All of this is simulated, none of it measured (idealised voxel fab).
Process module name: voxel double patterning
Shown is cross-section cut, with a width of 235 nm and square cells of size 5 nm.
For the purposes of this document, a cross-section shall be understood as a grid of square cells, specified as bands listed in top-to-bottom order, each band consisting of one or more rows of cells.
Basically the band line says how high the top is and how high the bottom is, in nm, and then what's in it from left to right, every material with its width in nm. Empty space shows up as "blank", and if a single material carries "edge to edge" it runs the full band edge to edge.
It should be noted that heights are counted from 0, beneath which the wafer as supplied is of one material throughout, and that the lowest band possesses no lower boundary but continues downward, as written in "0 -> down".
The two numbers in a width such as "30 to 40" mark its ends across the band: the first belongs to the top row of cells, the second to the bottom row, and from each row to the next the width moves by the same amount.
Take "left unchanged" at face value: in the step it is given for, the cross-section changed in none of its cells.
"Internal closed voids" - sealed voids, min. 8 cells, no opening to top; format: width x height at distance (distance from left edge; nm throughout).
Anything after a step's settings on that line? It's the simulator's own note about the step.
overlay nm: how far to the right of its planned place the mask lay on this masked step (negative: to the left).

The following list gives the planned process steps
step 1: RECEIVE, material Si
step 2: CONFORMAL_DEP, material SiO2, thk nm 10
step 3: DIRECTIONAL_DEP, material W, thk nm 15
step 4: DIRECTIONAL_DEP, material SiN, thk nm 5
step 5: PATTERN, tone open, mask id FIRST, material resist, width nm 15, pitch nm 50, thk nm 20, overlay nm 0
step 6: DIRECTIONAL_ETCH, etch materials SiN, depth nm 5
step 7: STRIP, etch materials resist
step 8: MASKED_ETCH, tone open, mask id SECOND, width nm 15, etch materials SiN, depth nm 5, overlay nm 0
step 9: DIRECTIONAL_ETCH, etch materials W, depth nm 15
step 10: STRIP, etch materials SiN

Wafer as received: cross-section following step 1
0 -> down: Si edge to edge
Internal closed voids: none

The first of the two wafers as seen in cross-section once the module was finished; processing followed the plan
25 -> 10: 85 nm W  15 nm blank  10 nm W  15 nm blank  10 nm W  15 nm blank  85 nm W
10 -> 0: SiO2 edge to edge
0 -> down: Si edge to edge
Internal closed voids: none

Here's the second of our two wafers sectioned at module end. Same start as the first, same plan, but one mistake got made running it
25 -> 10: 110 nm blank  15 nm W  110 nm blank
10 -> 0: SiO2 edge to edge
0 -> down: Si edge to edge
Internal closed voids: none
Short version of what went wrong: heads up, step 8 didn't go per plan, it actually ran as MASKED_ETCH, tone cover, mask id SECOND, width nm 15, etch materials SiN, depth nm 5, overlay nm 0
The final cell counts differ between the wafers, with the second having more or fewer of some materials than the first: 105 fewer of W
